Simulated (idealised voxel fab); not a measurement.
The following process module bears the name voxel plated lines.
Section shown: cut. Width: 295 nm. Cell size: 5 nm, square.
Each cross-section below is a grid of square cells, stated as bands in top-down order, with one or more rows of cells making up each band. Top, bottom (nm), then materials left to right with widths (nm); lone material tagged "all across" fills the whole band edge to edge; "blank" = empty space. Convention: height 0 is the level below which the wafer, as received, is all one material. The lowest band does not terminate at the bottom but continues downward, represented as "0 and below". The expression "30..40" gives the width at the extremes of the band, the first number at its top row of cells and the second at its bottom row, with the width changing by equal amounts from each row to the next in between. Where the words "nothing altered" appear for a step, the cross-section shows no cell changed by that step; every cell remained as before. Empty spaces without an open route to the top, at least 8 cells in extent, make up the entry "Unvented internal voids"; each is given as width x height at distance, where the distance is measured from the left edge, and all are in nm. If you see something after the settings on a step's line, that's the simulator's own remark about that step. Each step line may optionally specify "overlay nm", which for a step with a mask gives the rightward distance between the mask's planned place and where it lay, a negative value indicating the leftward direction.
[Set out below are the planned steps of the process]
1) RECEIVE, material Si
2) CONFORMAL_DEP, material SiN, thk nm 5
3) DIRECTIONAL_DEP, material TiN, thk nm 5
4) PATTERN, tone open, mask id LINES, material resist, width nm 25, pitch nm 40, thk nm 40, overlay nm 0
5) EPI, material Ru, thk nm 10
6) EPI, material Ru, thk nm 5
7) EPI, material Ru, thk nm 5
8) STRIP, etch materials resist
9) DIRECTIONAL_ETCH, etch materials TiN, depth nm 5
10) CONFORMAL_DEP, material SiN, thk nm 10
[Cross-section: wafer on arrival = after step 1]
  0 and below  Si all across
  Unvented internal voids: none
[The plan above was carried out on the starting structure above with one mistake, and this cross-section shows the wafer at the end of the module]
  40 down to 30  blank 90 nm, then SiN 120 nm, then blank 85 nm
  30 down to 15  blank 90 nm, then SiN 10 nm, then Ru 20 nm, then SiN 20 nm, then Ru 20 nm, then SiN 20 nm, then Ru 20 nm, then SiN 10 nm, then blank 85 nm
  15 down to 10  SiN 100 nm, then Ru 20 nm, then SiN 20 nm, then Ru 20 nm, then SiN 20 nm, then Ru 20 nm, then SiN 95 nm
  10 down to 5  SiN 100 nm, then TiN 20 nm, then SiN 20 nm, then TiN 20 nm, then SiN 20 nm, then TiN 20 nm, then SiN 95 nm
  5 down to 0  SiN all across
  0 and below  Si all across
  Unvented internal voids: none
Here's what went sideways: heads up, step 4 didn't go per plan, it actually ran as PATTERN, tone open, mask id LINES, material resist, width nm 20, pitch nm 40, thk nm 40, overlay nm 0
